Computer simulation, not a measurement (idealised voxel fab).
process module | voxel wiring stack
cross-section cut | 220 nm wide | cells 5 nm
A cross-section is a grid of square cells, given in bands from the top down. A band is one or more rows of cells.
Each band's line starts with the height of the band's top and of its bottom, in nm. Then come its materials from left to right, each with its width in nm. One material with "throughout" fills the band from edge to edge. "air" is empty space.
Height 0 is the level under which the wafer as received is all one material. The lowest band goes on downwards, as in "0 down".
A width such as "30 to 40" changes by the same amount from each row of cells to the next, from the band's top row to its bottom row.
"no change" after a step means that no cell of the cross-section changed.
closed voids: empty space of 8 cells or more with no open way to the top, each as width x height at its distance from the left edge, in nm
after a step's settings: what the simulator itself notes on the step
overlay nm, on a step with a mask: how far to the right of its planned place the mask lay; to the left if negative
plan
1 op RECEIVE | material Si
2 op CONFORMAL_DEP | material SiO2 | thk nm 15
3 op DIRECTIONAL_DEP | material TiN | thk nm 5
4 op DIRECTIONAL_DEP | material W | thk nm 15
5 op DIRECTIONAL_DEP | material aC | thk nm 10
6 op PATTERN | tone cover | mask id METAL_1 | material resist | width nm 20 | pitch nm 50 | thk nm 25 | overlay nm 0
7 op DIRECTIONAL_ETCH | etch materials aC | depth nm 10
8 op STRIP | etch materials resist
9 op DIRECTIONAL_ETCH | etch materials W | depth nm 15
10 op DIRECTIONAL_ETCH | etch materials TiN | depth nm 5
11 op STRIP | etch materials aC
12 op CONFORMAL_DEP | material SiN | thk nm 5
13 op FILL_DEP | material SiO2 | thk nm 10
14 op CMP | height nm 35
15 op CONFORMAL_DEP | material SiCN | thk nm 5
16 op DIRECTIONAL_DEP | material lowk | thk nm 10
17 op DIRECTIONAL_DEP | material aC | thk nm 15
18 op PATTERN | tone open | mask id PLUG_1 | material resist | width nm 15 | pitch nm 50 | thk nm 30 | overlay nm 0
19 op DIRECTIONAL_ETCH | etch materials aC | depth nm 15
20 op STRIP | etch materials resist
21 op DIRECTIONAL_ETCH | etch materials lowk | depth nm 10
22 op DIRECTIONAL_ETCH | etch materials SiCN | depth nm 5
23 op STRIP | etch materials aC
24 op EPI | material Ru | thk nm 10
25 op EPI | material Ru | thk nm 5
26 op CONFORMAL_DEP | material SiCN | thk nm 5
27 op DIRECTIONAL_DEP | material SiO2 | thk nm 25
28 op MASKED_ETCH | tone open | mask id METAL_2 | width nm 20 | pitch nm 50 | etch materials SiO2 | depth nm 25 | overlay nm 0
29 op MASKED_ETCH | tone open | mask id METAL_2 | width nm 20 | pitch nm 50 | etch materials SiCN | depth nm 5 | overlay nm 0
30 op CONFORMAL_DEP | material TiN | thk nm 5
31 op FILL_DEP | material W | thk nm 10
32 op CMP | height nm 80
33 op CONFORMAL_DEP | material SiCN | thk nm 5
34 op DIRECTIONAL_DEP | material SiO2 | thk nm 10
35 op DIRECTIONAL_DEP | material aC | thk nm 15
36 op PATTERN | tone open | mask id PLUG_2 | material resist | width nm 15 | pitch nm 50 | thk nm 30 | overlay nm 0
37 op DIRECTIONAL_ETCH | etch materials aC | depth nm 15
38 op STRIP | etch materials resist
39 op DIRECTIONAL_ETCH | etch materials SiO2 | depth nm 10
40 op DIRECTIONAL_ETCH | etch materials SiCN | depth nm 5
41 op STRIP | etch materials aC
42 op EPI | material Ru | thk nm 10
43 op EPI | material Ru | thk nm 5
44 op DIRECTIONAL_DEP | material TiN | thk nm 5
45 op DIRECTIONAL_DEP | material Ru | thk nm 20
46 op MASKED_ETCH | tone cover | mask id METAL_3 | width nm 20 | pitch nm 50 | etch materials Ru | depth nm 20 | overlay nm 0
47 op MASKED_ETCH | tone cover | mask id METAL_3 | width nm 20 | pitch nm 50 | etch materials TiN | depth nm 5 | overlay nm 0
48 op CONFORMAL_DEP | material SiCN | thk nm 5
49 op FILL_DEP | material SiO2 | thk nm 10
50 op CMP | height nm 120
51 op CONFORMAL_DEP | material SiN | thk nm 5
as received, after step 1
  0 down: Si throughout
  closed voids: none
first wafer at the end, as planned
  125 to 120: SiN throughout
  120 to 100: SiO2 70 | SiCN 5 | Ru 20 | SiCN 5 | SiO2 20 | SiCN 5 | Ru 20 | SiCN 5 | SiO2 70
  100 to 95: SiCN 75 | TiN 20 | SiCN 30 | TiN 20 | SiCN 75
  95 to 85: SiO2 75 | Ru 15 | SiO2 35 | Ru 15 | SiO2 80
  85 to 80: SiCN 75 | Ru 15 | SiCN 35 | Ru 15 | SiCN 80
  80 to 55: SiO2 75 | TiN 5 | W 10 | TiN 5 | SiO2 30 | TiN 5 | W 10 | TiN 5 | SiO2 75
  55 to 50: SiCN 75 | TiN 20 | SiCN 30 | TiN 20 | SiCN 75
  50 to 40: lowk 75 | Ru 15 | lowk 35 | Ru 15 | lowk 80
  40 to 35: SiCN 75 | Ru 15 | SiCN 35 | Ru 15 | SiCN 80
  35 to 20: SiO2 70 | SiN 5 | W 20 | SiN 5 | SiO2 20 | SiN 5 | W 20 | SiN 5 | SiO2 70
  20 to 15: SiN 75 | TiN 20 | SiN 30 | TiN 20 | SiN 75
  15 to 0: SiO2 throughout
  0 down: Si throughout
  closed voids: none
second wafer at the end: like start, like plan, one mistake
  125 to 120: SiN throughout
  120 to 100: SiO2 70 | SiCN 5 | Ru 20 | SiCN 5 | SiO2 20 | SiCN 5 | Ru 20 | SiCN 5 | SiO2 70
  100 to 95: SiCN 75 | TiN 20 | SiCN 30 | TiN 20 | SiCN 75
  95 to 85: SiO2 75 | Ru 15 | SiO2 35 | Ru 15 | SiO2 80
  85 to 80: SiCN 75 | Ru 15 | SiCN 35 | Ru 15 | SiCN 80
  80 to 55: SiO2 75 | TiN 5 | W 10 | TiN 5 | SiO2 30 | TiN 5 | W 10 | TiN 5 | SiO2 75
  55 to 50: SiCN 75 | TiN 20 | SiCN 30 | TiN 20 | SiCN 75
  50 to 40: lowk 75 | Ru 15 | lowk 35 | Ru 15 | lowk 80
  40 to 35: SiCN 75 | Ru 15 | SiCN 35 | Ru 15 | SiCN 80
  35 to 20: SiO2 70 | Ru 5 | W 20 | Ru 5 | SiO2 20 | Ru 5 | W 20 | Ru 5 | SiO2 70
  20 to 15: Ru 75 | TiN 20 | Ru 30 | TiN 20 | Ru 75
  15 to 0: SiO2 throughout
  0 down: Si throughout
  closed voids: none
what went wrong: step 12 ran as: op CONFORMAL_DEP | material Ru | thk nm 5
at the end the second wafer has, in cells: 48 more of Ru | 48 fewer of SiN
